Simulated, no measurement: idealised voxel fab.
Documented hereafter: the process module known as voxel transistor to metal.
The figure presents cross-section cut, which has a width of 190 nm and is divided into square cells with an edge length of 5 nm.
Cross-section spec: square-cell grid; bands listed top down; each band is one or more rows.
First you get the band's top height and its bottom height, in nm, and then the materials it's made of, left to right, with each width in nm. If you see a single material with "full width", that one covers the band edge to edge. "air" is empty space.
The reference from which all heights are counted is 0, the level beneath which the as-received wafer is entirely one material; the lowest band, having no lower bound, proceeds downward and is written after the example "0 nm and below".
Note: "30 to 40" means the width goes from the first number (top row of the band) to the second number (bottom row) in equal steps per row of cells.
What does "stayed the same" mean for a step? It means no cell of the cross-section changed in that step.
Any empty space of 8 cells or more lacking an open way to the top shows up in "Closed void roster" as width x height at distance, distance from the left edge, in nm.
Note: text after step settings on the step line = simulator remark on that step.
"overlay nm", when on a step's line for a step with a mask, measures how far to the right of its planned place the mask lay; a negative measure means to the left.
## The following list gives the planned process steps
1: RECEIVE (material Si)
2: CONFORMAL_DEP (material SiO2; thk nm 5)
3: CONFORMAL_DEP (material SiN; thk nm 15)
4: MASKED_ETCH (tone cover; mask id ACTIVE; width nm 115; etch materials SiN; depth nm 15; overlay nm 0)
5: MASKED_ETCH (tone cover; mask id ACTIVE; width nm 115; etch materials SiO2; depth nm 5; overlay nm 0)
6: MASKED_ETCH (tone cover; mask id ACTIVE; width nm 115; etch materials Si; depth nm 20; overlay nm 0)
7: FILL_DEP (material SiO2; thk nm 5)
8: CMP (height nm 20)
9: SELECTIVE_ETCH (etch materials SiO2; depth nm 10)
10: STRIP (etch materials SiN)
11: SELECTIVE_ETCH (etch materials SiO2; depth nm 5)
12: OXIDIZE (depth nm 5)
13: DIRECTIONAL_DEP (material polySi; thk nm 30)
14: DIRECTIONAL_DEP (material SiCN; thk nm 15)
15: DIRECTIONAL_DEP (material aC; thk nm 10)
16: PATTERN (tone cover; mask id GATE; material resist; width nm 15; thk nm 25; overlay nm 0)
17: DIRECTIONAL_ETCH (etch materials aC; depth nm 10)
18: STRIP (etch materials resist)
19: DIRECTIONAL_ETCH (etch materials SiCN; depth nm 25)
20: DIRECTIONAL_ETCH (etch materials polySi; depth nm 40)
21: STRIP (etch materials aC)
22: CONFORMAL_DEP (material SiN; thk nm 5)
23: DIRECTIONAL_ETCH (etch materials SiN; depth nm 5)
24: DIRECTIONAL_ETCH (etch materials SiO2; depth nm 5)
25: DIRECTIONAL_ETCH (etch materials Si; depth nm 5)
26: EPI (material nSi; thk nm 5)
27: FILL_DEP (material SiO2; thk nm 5)
28: CMP (height nm 30)
29: STRIP (etch materials polySi)
30: SELECTIVE_ETCH (etch materials SiO2; depth nm 5)
31: CONFORMAL_DEP (material HfO2; thk nm 5)
32: CONFORMAL_DEP (material TiN; thk nm 5)
33: FILL_DEP (material W; thk nm 5)
34: CMP (height nm 25)
35: DIRECTIONAL_DEP (material SiO2; thk nm 10)
36: DIRECTIONAL_DEP (material aC; thk nm 15)
37: PATTERN (tone open; mask id CONTACT; material resist; width nm 20; pitch nm 85; thk nm 35; overlay nm 0)
38: DIRECTIONAL_ETCH (etch materials aC; depth nm 15)
39: STRIP (etch materials resist)
40: DIRECTIONAL_ETCH (etch materials SiO2; depth nm 40)
41: STRIP (etch materials aC)
42: CONFORMAL_DEP (material TiN; thk nm 5)
43: FILL_DEP (material W; thk nm 5)
44: CMP (height nm 35)
45: DIRECTIONAL_DEP (material TiN; thk nm 5)
46: DIRECTIONAL_DEP (material Ru; thk nm 25)
47: PATTERN (tone cover; mask id METAL_1; material resist; width nm 20; pitch nm 85; thk nm 20; overlay nm 0)
48: DIRECTIONAL_ETCH (etch materials Ru; depth nm 25)
49: DIRECTIONAL_ETCH (etch materials TiN; depth nm 5)
50: STRIP (etch materials resist)
51: FILL_DEP (material lowk; thk nm 5)
52: CMP (height nm 65)
53: CONFORMAL_DEP (material SiCN; thk nm 5)
54: DIRECTIONAL_DEP (material SiO2; thk nm 30)
55: DIRECTIONAL_DEP (material aC; thk nm 15)
56: PATTERN (tone open; mask id METAL_2; material resist; width nm 20; pitch nm 85; thk nm 30; overlay nm 0)
57: DIRECTIONAL_ETCH (etch materials aC; depth nm 15)
58: STRIP (etch materials resist)
59: DIRECTIONAL_ETCH (etch materials SiO2; depth nm 15)
60: STRIP (etch materials aC)
61: DIRECTIONAL_DEP (material aC; thk nm 15)
62: PATTERN (tone open; mask id METAL_2_HOLES; material resist; width nm 15; pitch nm 85; thk nm 35; overlay nm 0)
63: DIRECTIONAL_ETCH (etch materials aC; depth nm 15)
64: STRIP (etch materials resist)
65: DIRECTIONAL_ETCH (etch materials SiO2; depth nm 15)
66: DIRECTIONAL_ETCH (etch materials SiCN; depth nm 5)
67: STRIP (etch materials aC)
68: CONFORMAL_DEP (material TiN; thk nm 5)
69: FILL_DEP (material Cu; thk nm 5)
70: CMP (height nm 100)
71: CONFORMAL_DEP (material SiCN; thk nm 5)
Quick note for whoever runs this: the wafers start identical, but the width nm at step 16 isn't the same across them. The plan just shows what the first wafer had.
## first wafer as received, after step 1
* 0 nm and below | Si full width
* Closed void roster: none
## Cross-section, first of several wafers, end of module, after last step 71
* 105 nm to 100 nm | SiCN full width
* 100 nm to 90 nm | SiO2: 40 | TiN: 5 | Cu: 10 | TiN: 5 | SiO2: 65 | TiN: 5 | Cu: 10 | TiN: 5 | SiO2: 45
* 90 nm to 85 nm | SiO2: 40 | TiN: 5 | Cu: 5 | TiN: 10 | SiO2: 65 | TiN: 5 | Cu: 5 | TiN: 10 | SiO2: 45
* 85 nm to 70 nm | SiO2: 40 | TiN: 5 | Cu: 5 | TiN: 5 | SiO2: 70 | TiN: 5 | Cu: 5 | TiN: 5 | SiO2: 50
* 70 nm to 65 nm | SiCN: 40 | TiN: 15 | SiCN: 70 | TiN: 15 | SiCN: 50
* 65 nm to 40 nm | lowk: 40 | Ru: 20 | lowk: 65 | Ru: 20 | lowk: 45
* 40 nm to 35 nm | lowk: 40 | TiN: 20 | lowk: 65 | TiN: 20 | lowk: 45
* 35 nm to 25 nm | SiO2: 40 | TiN: 5 | W: 10 | TiN: 5 | SiO2: 65 | TiN: 5 | W: 10 | TiN: 5 | SiO2: 45
* 25 nm to 5 nm | SiO2: 40 | TiN: 5 | W: 10 | TiN: 5 | SiO2: 20 | SiN: 5 | HfO2: 5 | TiN: 5 | HfO2: 5 | SiN: 5 | SiO2: 20 | TiN: 5 | W: 10 | TiN: 5 | SiO2: 45
* 5 nm to 0 nm | SiO2: 30 | SiN: 5 | SiO2: 5 | TiN: 5 | W: 10 | TiN: 5 | SiO2: 20 | SiN: 5 | HfO2: 5 | TiN: 5 | HfO2: 5 | SiN: 5 | SiO2: 20 | TiN: 5 | W: 10 | TiN: 5 | SiO2: 5 | SiN: 5 | SiO2: 35
* 0 nm to -5 nm | SiO2: 40 | TiN: 20 | SiO2: 15 | nSi: 5 | HfO2: 25 | nSi: 5 | SiO2: 15 | TiN: 20 | SiO2: 45
* -5 nm to -10 nm | SiO2: 35 | nSi: 45 | Si: 25 | nSi: 45 | SiO2: 40
* -10 nm to -20 nm | SiO2: 35 | Si: 115 | SiO2: 40
* -20 nm and below | Si full width
* Closed void roster: none
## Wafer cross-section (last wafer, module end)
* 105 nm to 100 nm | SiCN full width
* 100 nm to 90 nm | SiO2: 40 | TiN: 5 | Cu: 10 | TiN: 5 | SiO2: 65 | TiN: 5 | Cu: 10 | TiN: 5 | SiO2: 45
* 90 nm to 85 nm | SiO2: 40 | TiN: 5 | Cu: 5 | TiN: 10 | SiO2: 65 | TiN: 5 | Cu: 5 | TiN: 10 | SiO2: 45
* 85 nm to 70 nm | SiO2: 40 | TiN: 5 | Cu: 5 | TiN: 5 | SiO2: 70 | TiN: 5 | Cu: 5 | TiN: 5 | SiO2: 50
* 70 nm to 65 nm | SiCN: 40 | TiN: 15 | SiCN: 70 | TiN: 15 | SiCN: 50
* 65 nm to 40 nm | lowk: 40 | Ru: 20 | lowk: 65 | Ru: 20 | lowk: 45
* 40 nm to 35 nm | lowk: 40 | TiN: 20 | lowk: 65 | TiN: 20 | lowk: 45
* 35 nm to 25 nm | SiO2: 40 | TiN: 5 | W: 10 | TiN: 5 | SiO2: 65 | TiN: 5 | W: 10 | TiN: 5 | SiO2: 45
* 25 nm to 5 nm | SiO2: 40 | TiN: 5 | W: 10 | TiN: 5 | SiO2: 10 | SiN: 5 | HfO2: 5 | TiN: 5 | W: 20 | TiN: 5 | HfO2: 5 | SiN: 5 | SiO2: 5 | TiN: 5 | W: 10 | TiN: 5 | SiO2: 45
* 5 nm to 0 nm | SiO2: 30 | SiN: 5 | SiO2: 5 | TiN: 5 | W: 10 | TiN: 5 | SiO2: 10 | SiN: 5 | HfO2: 5 | TiN: 30 | HfO2: 5 | SiN: 5 | SiO2: 5 | TiN: 5 | W: 10 | TiN: 5 | SiO2: 5 | SiN: 5 | SiO2: 35
* 0 nm to -5 nm | SiO2: 40 | TiN: 20 | SiO2: 5 | nSi: 5 | HfO2: 50 | nSi: 5 | TiN: 20 | SiO2: 45
* -5 nm to -10 nm | SiO2: 35 | nSi: 35 | Si: 50 | nSi: 30 | SiO2: 40
* -10 nm to -20 nm | SiO2: 35 | Si: 115 | SiO2: 40
* -20 nm and below | Si full width
* Closed void roster: none
## Rows = wafers. At module end, each row lists per material the cells gained (+) or lost (-) since the wafer was received, then the closed voids
width nm 15; +16 Cu; +15 HfO2; +40 Ru; -101 Si; +70 SiCN; +12 SiN; +437 SiO2; +81 TiN; +28 W; +180 lowk; +20 nSi; Closed void roster: none
width nm 20; +16 Cu; +16 HfO2; +40 Ru; -100 Si; +70 SiCN; +12 SiN; +431 SiO2; +86 TiN; +28 W; +180 lowk; +19 nSi; Closed void roster: none
width nm 25; +16 Cu; +17 HfO2; +40 Ru; -99 Si; +70 SiCN; +12 SiN; +425 SiO2; +87 TiN; +32 W; +180 lowk; +18 nSi; Closed void roster: none
width nm 30; +16 Cu; +18 HfO2; +40 Ru; -98 Si; +70 SiCN; +12 SiN; +419 SiO2; +88 TiN; +36 W; +180 lowk; +17 nSi; Closed void roster: none
width nm 35; +16 Cu; +19 HfO2; +40 Ru; -97 Si; +70 SiCN; +12 SiN; +413 SiO2; +89 TiN; +40 W; +180 lowk; +16 nSi; Closed void roster: none
width nm 40; +16 Cu; +20 HfO2; +40 Ru; -96 Si; +70 SiCN; +12 SiN; +407 SiO2; +90 TiN; +44 W; +180 lowk; +15 nSi; Closed void roster: none
